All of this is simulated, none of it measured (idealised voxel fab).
The following is a process module called voxel self aligned contacts.
This is section cut - it's 220 nm across, gridded in 5 nm square cells.
Think of the cross-section as a grid of square cells. We describe it in bands, top to bottom, and each band covers one or more rows of those cells.
Top height, bottom height, nm. Materials left to right, width each, nm. Single material + "throughout" = fills band edge to edge. "empty" = empty.
Height reference: 0 = level under which incoming wafer is all one material. Lowest band: no bottom, runs on downward, e.g. "0 down".
It should be noted that a width expressed as "30..40" varies in equal increments from row to row of cells within the band, taking the value of the first number at the top row and that of the second number at the bottom row.
Key: "left unchanged" - step with no changed cell in the cross-section.
"Sealed internal voids" enumerates empty spaces isolated from the top, with no open way to it, that contain at least 8 cells, giving each as width x height at distance from the left edge, all three in nm.
That trailing text on a step's line, after the settings, is the simulator's own remark on the step.
Regarding "overlay nm": on a step with a mask, it is the distance the mask lay to the right of its planned place; a negative value places it to the left.
## Steps in the process plan
1,RECEIVE (material Si)
2,OXIDIZE (depth nm 5)
3,DIRECTIONAL_DEP (material polySi; thk nm 30)
4,DIRECTIONAL_DEP (material SiN; thk nm 20)
5,PATTERN (tone cover; mask id GATE; material resist; width nm 35; pitch nm 65; thk nm 15; overlay nm 0)
6,DIRECTIONAL_ETCH (etch materials SiN; depth nm 20)
7,DIRECTIONAL_ETCH (etch materials polySi; depth nm 30)
8,STRIP (etch materials resist)
9,CONFORMAL_DEP (material SiN; thk nm 5)
10,DIRECTIONAL_ETCH (etch materials SiN; depth nm 5)
11,FILL_DEP (material SiO2; thk nm 15)
12,CMP (height nm 55)
13,PATTERN (tone open; mask id CONTACT; material resist; width nm 50; pitch nm 65; thk nm 15; overlay nm 0)
14,DIRECTIONAL_ETCH (etch materials SiO2; depth nm 60)
15,STRIP (etch materials resist)
16,CONFORMAL_DEP (material TiN; thk nm 5)
17,FILL_DEP (material Ru; thk nm 10)
18,CMP (height nm 55)
19,CONFORMAL_DEP (material SiN; thk nm 5)
## First wafer out of two, processed as planned
## Cross-section: wafer on arrival = after step 1
- 0 down = Si throughout
- Sealed internal voids: none
## Cross-section of the wafer subsequent to step 2
- 0 to -5 = SiO2 throughout
- Note: structure below -5 unchanged.
## Cross-section of the wafer subsequent to step 3
- 30 to 0 = polySi throughout
- Note: structure below 0 unchanged.
## Cross-section of the wafer subsequent to step 4
- 50 to 30 = SiN throughout
- Note: structure below 30 unchanged.
## Cross-section of the wafer subsequent to step 5
- 65 to 50 = 25 empty | 35 resist | 30 empty | 35 resist | 30 empty | 35 resist | 30 empty
- Note: structure below 50 unchanged.
## Cross-section of the wafer subsequent to step 6
- 65 to 50 = 25 empty | 35 resist | 30 empty | 35 resist | 30 empty | 35 resist | 30 empty
- 50 to 30 = 25 empty | 35 SiN | 30 empty | 35 SiN | 30 empty | 35 SiN | 30 empty
- Note: structure below 30 unchanged.
## Cross-section of the wafer subsequent to step 7
- 65 to 50 = 25 empty | 35 resist | 30 empty | 35 resist | 30 empty | 35 resist | 30 empty
- 50 to 30 = 25 empty | 35 SiN | 30 empty | 35 SiN | 30 empty | 35 SiN | 30 empty
- 30 to 0 = 25 empty | 35 polySi | 30 empty | 35 polySi | 30 empty | 35 polySi | 30 empty
- Note: structure below 0 unchanged.
## Cross-section of the wafer subsequent to step 8
- 50 to 30 = 25 empty | 35 SiN | 30 empty | 35 SiN | 30 empty | 35 SiN | 30 empty
- Note: structure below 30 unchanged.
## Cross-section of the wafer subsequent to step 9
- 55 to 30 = 20 empty | 45 SiN | 20 empty | 45 SiN | 20 empty | 45 SiN | 25 empty
- 30 to 5 = 20 empty | 5 SiN | 35 polySi | 5 SiN | 20 empty | 5 SiN | 35 polySi | 5 SiN | 20 empty | 5 SiN | 35 polySi | 5 SiN | 25 empty
- 5 to 0 = 25 SiN | 35 polySi | 30 SiN | 35 polySi | 30 SiN | 35 polySi | 30 SiN
- Note: structure below 0 unchanged.
## Cross-section of the wafer subsequent to step 10
- 50 to 30 = 20 empty | 45 SiN | 20 empty | 45 SiN | 20 empty | 45 SiN | 25 empty
- 30 to 0 = 20 empty | 5 SiN | 35 polySi | 5 SiN | 20 empty | 5 SiN | 35 polySi | 5 SiN | 20 empty | 5 SiN | 35 polySi | 5 SiN | 25 empty
- Note: structure below 0 unchanged.
## Cross-section of the wafer subsequent to step 11
- 65 to 50 = SiO2 throughout
- 50 to 30 = 20 SiO2 | 45 SiN | 20 SiO2 | 45 SiN | 20 SiO2 | 45 SiN | 25 SiO2
- 30 to 0 = 20 SiO2 | 5 SiN | 35 polySi | 5 SiN | 20 SiO2 | 5 SiN | 35 polySi | 5 SiN | 20 SiO2 | 5 SiN | 35 polySi | 5 SiN | 25 SiO2
- Note: structure below 0 unchanged.
## Cross-section of the wafer subsequent to step 12
- 55 to 50 = SiO2 throughout
- Note: structure below 50 unchanged.
## Cross-section of the wafer subsequent to step 13
- 70 to 55 = 50 resist | 50 empty | 15 resist | 50 empty | 55 resist
- Note: structure below 55 unchanged.
## Cross-section of the wafer subsequent to step 14
- 70 to 55 = 50 resist | 50 empty | 15 resist | 50 empty | 55 resist
- 55 to 50 = 50 SiO2 | 50 empty | 15 SiO2 | 50 empty | 55 SiO2
- 50 to 30 = 20 SiO2 | 45 SiN | 20 empty | 45 SiN | 20 empty | 45 SiN | 25 SiO2
- 30 to 0 = 20 SiO2 | 5 SiN | 35 polySi | 5 SiN | 20 empty | 5 SiN | 35 polySi | 5 SiN | 20 empty | 5 SiN | 35 polySi | 5 SiN | 25 SiO2
- 0 to -5 = 65 SiO2 | 20 empty | 45 SiO2 | 20 empty | 70 SiO2
- Note: structure below -5 unchanged.
## Cross-section of the wafer subsequent to step 15
- 55 to 50 = 50 SiO2 | 50 empty | 15 SiO2 | 50 empty | 55 SiO2
- Note: structure below 50 unchanged.
## Cross-section of the wafer subsequent to step 16
- 60 to 55 = 55 TiN | 40 empty | 25 TiN | 40 empty | 60 TiN
- 55 to 50 = 50 SiO2 | 20 TiN | 10 empty | 20 TiN | 15 SiO2 | 20 TiN | 10 empty | 20 TiN | 55 SiO2
- 50 to 30 = 20 SiO2 | 45 SiN | 5 TiN | 10 empty | 5 TiN | 45 SiN | 5 TiN | 10 empty | 5 TiN | 45 SiN | 25 SiO2
- 30 to 0 = 20 SiO2 | 5 SiN | 35 polySi | 5 SiN | 5 TiN | 10 empty | 5 TiN | 5 SiN | 35 polySi | 5 SiN | 5 TiN | 10 empty | 5 TiN | 5 SiN | 35 polySi | 5 SiN | 25 SiO2
- 0 to -5 = 65 SiO2 | 20 TiN | 45 SiO2 | 20 TiN | 70 SiO2
- Note: structure below -5 unchanged.
## Cross-section of the wafer subsequent to step 17
- 70 to 60 = Ru throughout
- 60 to 55 = 55 TiN | 40 Ru | 25 TiN | 40 Ru | 60 TiN
- 55 to 50 = 50 SiO2 | 20 TiN | 10 Ru | 20 TiN | 15 SiO2 | 20 TiN | 10 Ru | 20 TiN | 55 SiO2
- 50 to 30 = 20 SiO2 | 45 SiN | 5 TiN | 10 Ru | 5 TiN | 45 SiN | 5 TiN | 10 Ru | 5 TiN | 45 SiN | 25 SiO2
- 30 to 0 = 20 SiO2 | 5 SiN | 35 polySi | 5 SiN | 5 TiN | 10 Ru | 5 TiN | 5 SiN | 35 polySi | 5 SiN | 5 TiN | 10 Ru | 5 TiN | 5 SiN | 35 polySi | 5 SiN | 25 SiO2
- Note: structure below 0 unchanged.
## Cross-section of the wafer subsequent to step 18
- 55 to 50 = 50 SiO2 | 20 TiN | 10 Ru | 20 TiN | 15 SiO2 | 20 TiN | 10 Ru | 20 TiN | 55 SiO2
- Note: structure below 50 unchanged.
## Cross-section of the wafer subsequent to step 19
- 60 to 55 = SiN throughout
- Note: structure below 55 unchanged.
## Second wafer. Start and plan as for the first. One mistake made in running. Agrees with the first up to and including step 1
## Second wafer profile in section, at the moment step 2 of the plan was meant to be complete
- 0 to -10 = SiO2 throughout
- Note: structure below -10 unchanged.
## Second wafer profile in section, at the moment step 3 of the plan was meant to be complete
- 30 to 0 = polySi throughout
- Note: structure below 0 unchanged.
## Second wafer profile in section, at the moment step 4 of the plan was meant to be complete
- 50 to 30 = SiN throughout
- Note: structure below 30 unchanged.
## Second wafer profile in section, at the moment step 5 of the plan was meant to be complete
- 65 to 50 = 25 empty | 35 resist | 30 empty | 35 resist | 30 empty | 35 resist | 30 empty
- Note: structure below 50 unchanged.
## Second wafer profile in section, at the moment step 6 of the plan was meant to be complete
- 65 to 50 = 25 empty | 35 resist | 30 empty | 35 resist | 30 empty | 35 resist | 30 empty
- 50 to 30 = 25 empty | 35 SiN | 30 empty | 35 SiN | 30 empty | 35 SiN | 30 empty
- Note: structure below 30 unchanged.
## Second wafer profile in section, at the moment step 7 of the plan was meant to be complete
- 65 to 50 = 25 empty | 35 resist | 30 empty | 35 resist | 30 empty | 35 resist | 30 empty
- 50 to 30 = 25 empty | 35 SiN | 30 empty | 35 SiN | 30 empty | 35 SiN | 30 empty
- 30 to 0 = 25 empty | 35 polySi | 30 empty | 35 polySi | 30 empty | 35 polySi | 30 empty
- Note: structure below 0 unchanged.
## Second wafer profile in section, at the moment step 8 of the plan was meant to be complete
- 50 to 30 = 25 empty | 35 SiN | 30 empty | 35 SiN | 30 empty | 35 SiN | 30 empty
- Note: structure below 30 unchanged.
## Second wafer profile in section, at the moment step 9 of the plan was meant to be complete
- 55 to 30 = 20 empty | 45 SiN | 20 empty | 45 SiN | 20 empty | 45 SiN | 25 empty
- 30 to 5 = 20 empty | 5 SiN | 35 polySi | 5 SiN | 20 empty | 5 SiN | 35 polySi | 5 SiN | 20 empty | 5 SiN | 35 polySi | 5 SiN | 25 empty
- 5 to 0 = 25 SiN | 35 polySi | 30 SiN | 35 polySi | 30 SiN | 35 polySi | 30 SiN
- Note: structure below 0 unchanged.
## Second wafer profile in section, at the moment step 10 of the plan was meant to be complete
- 50 to 30 = 20 empty | 45 SiN | 20 empty | 45 SiN | 20 empty | 45 SiN | 25 empty
- 30 to 0 = 20 empty | 5 SiN | 35 polySi | 5 SiN | 20 empty | 5 SiN | 35 polySi | 5 SiN | 20 empty | 5 SiN | 35 polySi | 5 SiN | 25 empty
- Note: structure below 0 unchanged.
## Second wafer profile in section, at the moment step 11 of the plan was meant to be complete
- 65 to 50 = SiO2 throughout
- 50 to 30 = 20 SiO2 | 45 SiN | 20 SiO2 | 45 SiN | 20 SiO2 | 45 SiN | 25 SiO2
- 30 to 0 = 20 SiO2 | 5 SiN | 35 polySi | 5 SiN | 20 SiO2 | 5 SiN | 35 polySi | 5 SiN | 20 SiO2 | 5 SiN | 35 polySi | 5 SiN | 25 SiO2
- Note: structure below 0 unchanged.
## Second wafer profile in section, at the moment step 12 of the plan was meant to be complete
- 55 to 50 = SiO2 throughout
- Note: structure below 50 unchanged.
## Second wafer profile in section, at the moment step 13 of the plan was meant to be complete
- 70 to 55 = 50 resist | 50 empty | 15 resist | 50 empty | 55 resist
- Note: structure below 55 unchanged.
## Second wafer profile in section, at the moment step 14 of the plan was meant to be complete
- 70 to 55 = 50 resist | 50 empty | 15 resist | 50 empty | 55 resist
- 55 to 50 = 50 SiO2 | 50 empty | 15 SiO2 | 50 empty | 55 SiO2
- 50 to 30 = 20 SiO2 | 45 SiN | 20 empty | 45 SiN | 20 empty | 45 SiN | 25 SiO2
- 30 to 0 = 20 SiO2 | 5 SiN | 35 polySi | 5 SiN | 20 empty | 5 SiN | 35 polySi | 5 SiN | 20 empty | 5 SiN | 35 polySi | 5 SiN | 25 SiO2
- 0 to -5 = 65 SiO2 | 20 empty | 45 SiO2 | 20 empty | 70 SiO2
- Note: structure below -5 unchanged.
## Second wafer profile in section, at the moment step 15 of the plan was meant to be complete
- 55 to 50 = 50 SiO2 | 50 empty | 15 SiO2 | 50 empty | 55 SiO2
- Note: structure below 50 unchanged.
## Second wafer profile in section, at the moment step 16 of the plan was meant to be complete
- 60 to 55 = 55 TiN | 40 empty | 25 TiN | 40 empty | 60 TiN
- 55 to 50 = 50 SiO2 | 20 TiN | 10 empty | 20 TiN | 15 SiO2 | 20 TiN | 10 empty | 20 TiN | 55 SiO2
- 50 to 30 = 20 SiO2 | 45 SiN | 5 TiN | 10 empty | 5 TiN | 45 SiN | 5 TiN | 10 empty | 5 TiN | 45 SiN | 25 SiO2
- 30 to 0 = 20 SiO2 | 5 SiN | 35 polySi | 5 SiN | 5 TiN | 10 empty | 5 TiN | 5 SiN | 35 polySi | 5 SiN | 5 TiN | 10 empty | 5 TiN | 5 SiN | 35 polySi | 5 SiN | 25 SiO2
- 0 to -5 = 65 SiO2 | 20 TiN | 45 SiO2 | 20 TiN | 70 SiO2
- Note: structure below -5 unchanged.
## Second wafer profile in section, at the moment step 17 of the plan was meant to be complete
- 70 to 60 = Ru throughout
- 60 to 55 = 55 TiN | 40 Ru | 25 TiN | 40 Ru | 60 TiN
- 55 to 50 = 50 SiO2 | 20 TiN | 10 Ru | 20 TiN | 15 SiO2 | 20 TiN | 10 Ru | 20 TiN | 55 SiO2
- 50 to 30 = 20 SiO2 | 45 SiN | 5 TiN | 10 Ru | 5 TiN | 45 SiN | 5 TiN | 10 Ru | 5 TiN | 45 SiN | 25 SiO2
- 30 to 0 = 20 SiO2 | 5 SiN | 35 polySi | 5 SiN | 5 TiN | 10 Ru | 5 TiN | 5 SiN | 35 polySi | 5 SiN | 5 TiN | 10 Ru | 5 TiN | 5 SiN | 35 polySi | 5 SiN | 25 SiO2
- Note: structure below 0 unchanged.
## Second wafer profile in section, at the moment step 18 of the plan was meant to be complete
- 55 to 50 = 50 SiO2 | 20 TiN | 10 Ru | 20 TiN | 15 SiO2 | 20 TiN | 10 Ru | 20 TiN | 55 SiO2
- Note: structure below 50 unchanged.
## Second wafer profile in section, at the moment step 19 of the plan was meant to be complete
- 60 to 55 = SiN throughout
- Note: structure below 55 unchanged.
Against the plan, the run slipped here: not per plan at step 2, really ran OXIDIZE (depth nm 10)
FYI, end of process, the second wafer has more or fewer cells of some materials than the first: Si: 44 fewer; SiO2: 44 more
